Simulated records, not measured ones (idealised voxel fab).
Process module, titled voxel self aligned contacts
The figure presents cross-section cut, which has a width of 300 nm and is divided into square cells with an edge length of 5 nm.
Cross-sections here: square-cell grids, written as top-down lists of bands, a band being one or more rows of cells.
Band: top and bottom heights (nm) first, top before bottom; then materials from left to right, widths in nm. "all across" marks a sole material filling the band edge to edge. "empty" denotes empty space.
Height datum 0, below which the as-received substrate wafer is one material. Lowest band open at the bottom, running downward: "0..down".
When a width is written as two numbers, as in "30..40", the first number is the width in the top row of cells of the band and the second is the width in its bottom row, and the width changes by the same amount from each row to the next.
Key: "no modifications" - step with no changed cell in the cross-section.
Closed empty spaces (no open way to the top) of 8 cells or more are what "Completely sealed voids" lists, each as width x height at distance from the left edge, nm for all three.
Post-settings text on a step line: simulator's own remark regarding the step.
overlay nm: on a step with a mask, how far right of its planned place the mask lay; negative means left.
# So here's the lineup of process steps we planned
1. RECEIVE | material Si
2. CONFORMAL_DEP | material SiO2 | thk nm 5
3. DIRECTIONAL_DEP | material polySi | thk nm 20
4. DIRECTIONAL_DEP | material SiN | thk nm 20
5. MASKED_ETCH | tone cover | mask id GATE | width nm 35 | pitch nm 60 | etch materials SiN | depth nm 20 | overlay nm 0
6. MASKED_ETCH | tone cover | mask id GATE | width nm 35 | pitch nm 60 | etch materials polySi | depth nm 20 | overlay nm 0
7. CONFORMAL_DEP | material SiN | thk nm 5
8. DIRECTIONAL_ETCH | etch materials SiN | depth nm 5
9. FILL_DEP | material SiO2 | thk nm 15
10. CMP | height nm 50
11. PATTERN | tone open | mask id CONTACT | material resist | width nm 35 | thk nm 15 | overlay nm 0
12. DIRECTIONAL_ETCH | etch materials SiO2 | depth nm 50
13. STRIP | etch materials resist
14. CONFORMAL_DEP | material TiN | thk nm 5
15. FILL_DEP | material W | thk nm 10
16. CMP | height nm 50
17. CONFORMAL_DEP | material SiN | thk nm 5
All wafers enter the flow in the same state. The width nm at step 11 differs from wafer to wafer, and the plan gives the value for the first wafer.
# Step 1 complete: as-received cross-section of the first of several wafers
  0..down  Si all across
  Completely sealed voids: none
# End of module: cross-section of the first of several wafers after step 17, the last step
  55..50  SiN all across
  50..45  SiO2 (130) / TiN (15) / W (5) / TiN (15) / SiO2 (135)
  45..25  SiO2 (95) / SiN (45) / TiN (5) / W (5) / TiN (5) / SiN (45) / SiO2 (100)
  25..5  SiO2 (95) / SiN (5) / polySi (35) / SiN (5) / TiN (5) / W (5) / TiN (5) / SiN (5) / polySi (35) / SiN (5) / SiO2 (100)
  5..0  SiO2 (140) / TiN (15) / SiO2 (145)
  0..down  Si all across
  Completely sealed voids: none
# Module end, final wafer: cross-section
  55..50  SiN all across
  50..45  SiO2 (120) / TiN (25) / W (5) / TiN (30) / SiO2 (120)
  45..25  SiO2 (95) / SiN (45) / TiN (5) / W (5) / TiN (5) / SiN (45) / SiO2 (100)
  25..5  SiO2 (95) / SiN (5) / polySi (35) / SiN (5) / TiN (5) / W (5) / TiN (5) / SiN (5) / polySi (35) / SiN (5) / SiO2 (100)
  5..0  SiO2 (140) / TiN (15) / SiO2 (145)
  0..down  Si all across
  Completely sealed voids: none
# The rows of the table below are wafers. Looking at the end of the module, a row counts, for every material, the cells the wafer has gained, shown as (+), or lost, shown as (-), since it was received; its closed voids come next
width nm 35, +148 SiN, +422 SiO2, +25 TiN, +9 W, +56 polySi, Completely sealed voids: none
width nm 40, +148 SiN, +421 SiO2, +26 TiN, +9 W, +56 polySi, Completely sealed voids: none
width nm 45, +148 SiN, +420 SiO2, +27 TiN, +9 W, +56 polySi, Completely sealed voids: none
width nm 50, +148 SiN, +419 SiO2, +28 TiN, +9 W, +56 polySi, Completely sealed voids: none
width nm 55, +148 SiN, +418 SiO2, +29 TiN, +9 W, +56 polySi, Completely sealed voids: none
width nm 60, +148 SiN, +417 SiO2, +30 TiN, +9 W, +56 polySi, Completely sealed voids: none
